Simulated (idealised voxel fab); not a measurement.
Process module, titled voxel capacitor over wiring
270 nm wide, 5 nm square cells: that's cross-section cut.
Just so we're on the same page, the cross-sections are grids of square cells, and they're listed out in bands top to bottom, each band one or more rows deep. Per band: top height and bottom height in nm, followed by the left-to-right materials and their widths in nm; "throughout" marks a single material spanning edge to edge, "air" marks empty space. Height datum 0, below which the as-received substrate wafer is one material. Lowest band open at the bottom, running downward: "from 0 down". It should be noted that a width expressed as "30 to 40" varies in equal increments from row to row of cells within the band, taking the value of the first number at the top row and that of the second number at the bottom row. What does "nothing was modified" mean for a step? It means no cell of the cross-section changed in that step. So "Trapped void list" is basically the list of trapped voids: any empty space of 8 cells or more that can't reach the top through an opening. They're written width x height at distance, the distance being from the left edge, and it's all nm. Post-settings text on a step line: simulator's own remark regarding the step. The setting "overlay nm" may be written on the line of a step. When the step uses a mask, the value reports how far to the right of the planned place the mask lay, and a negative value reports that it lay to the left.
-- The process steps that were planned are listed below
| 1 | RECEIVE | material Si |
| 2 | CONFORMAL_DEP | material SiO2 | thk nm 10 |
| 3 | CONFORMAL_DEP | material SiN | thk nm 5 |
| 4 | DIRECTIONAL_DEP | material SiO2 | thk nm 15 |
| 5 | PATTERN | tone open | mask id METAL_1 | material resist | width nm 20 | pitch nm 80 | thk nm 15 | overlay nm 0 |
| 6 | DIRECTIONAL_ETCH | etch materials SiO2 | depth nm 15 |
| 7 | DIRECTIONAL_ETCH | etch materials SiN | depth nm 5 |
| 8 | STRIP | etch materials resist |
| 9 | CONFORMAL_DEP | material TiN | thk nm 5 |
| 10 | FILL_DEP | material Cu | thk nm 5 |
| 11 | CMP | height nm 30 |
| 12 | CONFORMAL_DEP | material SiCN | thk nm 5 |
| 13 | DIRECTIONAL_DEP | material SiO2 | thk nm 10 |
| 14 | DIRECTIONAL_DEP | material aC | thk nm 10 |
| 15 | PATTERN | tone open | mask id PLUG_1 | material resist | width nm 15 | thk nm 30 | overlay nm 0 |
| 16 | DIRECTIONAL_ETCH | etch materials aC | depth nm 10 |
| 17 | STRIP | etch materials resist |
| 18 | DIRECTIONAL_ETCH | etch materials SiO2 | depth nm 10 |
| 19 | DIRECTIONAL_ETCH | etch materials SiCN | depth nm 5 |
| 20 | STRIP | etch materials aC |
| 21 | EPI | material Ru | thk nm 10 |
| 22 | EPI | material Ru | thk nm 5 |
| 23 | DIRECTIONAL_DEP | material TiN | thk nm 5 |
| 24 | DIRECTIONAL_DEP | material SiN | thk nm 5 |
| 25 | DIRECTIONAL_DEP | material TiN | thk nm 10 |
| 26 | MASKED_ETCH | tone cover | mask id UPPER_PLATE | width nm 65 | etch materials TiN | depth nm 10 | overlay nm 0 |
| 27 | MASKED_ETCH | tone cover | mask id UPPER_PLATE | width nm 65 | etch materials SiN | depth nm 5 | overlay nm 0 |
| 28 | MASKED_ETCH | tone cover | mask id LOWER_PLATE | width nm 75 | etch materials TiN | depth nm 5 | overlay nm 0 |
| 29 | FILL_DEP | material SiO2 | thk nm 20 |
| 30 | CMP | height nm 80 |
| 31 | PATTERN | tone open | mask id PLUG_2 | material resist | width nm 15 | thk nm 20 | overlay nm 0 |
| 32 | DIRECTIONAL_ETCH | etch materials SiO2 | depth nm 15 |
| 33 | STRIP | etch materials resist |
| 34 | CONFORMAL_DEP | material TiN | thk nm 5 |
| 35 | FILL_DEP | material W | thk nm 10 |
| 36 | CMP | height nm 80 |
| 37 | CONFORMAL_DEP | material SiCN | thk nm 5 |
-- As-received state of the wafer in cross-section, equivalent to post-step 1
  from 0 down: Si throughout
  Trapped void list: none
-- Post-module cross-section: identical start and plan to those above, one misstep in execution
  from 85 to 80: SiCN throughout
  from 80 to 75: 100 of SiO2; 15 of TiN; 155 of SiO2
  from 75 to 65: 90 of SiO2; 25 of TiN; 155 of SiO2
  from 65 to 60: 90 of SiO2; 25 of SiN; 40 of TiN; 115 of SiO2
  from 60 to 55: 85 of SiO2; 70 of TiN; 115 of SiO2
  from 55 to 50: 80 of SiO2; 35 of Ru; 40 of SiN; 115 of SiO2
  from 50 to 45: 80 of SiO2; 35 of Ru; 45 of TiN; 110 of SiO2
  from 45 to 35: 90 of SiO2; 15 of Ru; 165 of SiO2
  from 35 to 30: 90 of SiCN; 15 of Ru; 165 of SiCN
  from 30 to 15: 85 of SiO2; 5 of TiN; 10 of Cu; 5 of TiN; 60 of SiO2; 5 of TiN; 10 of Cu; 5 of TiN; 85 of SiO2
  from 15 to 10: 85 of SiN; 20 of TiN; 60 of SiN; 20 of TiN; 85 of SiN
  from 10 to 0: SiO2 throughout
  from 0 down: Si throughout
  Trapped void list: none
Here's what went sideways: step 21, plan: ran twice
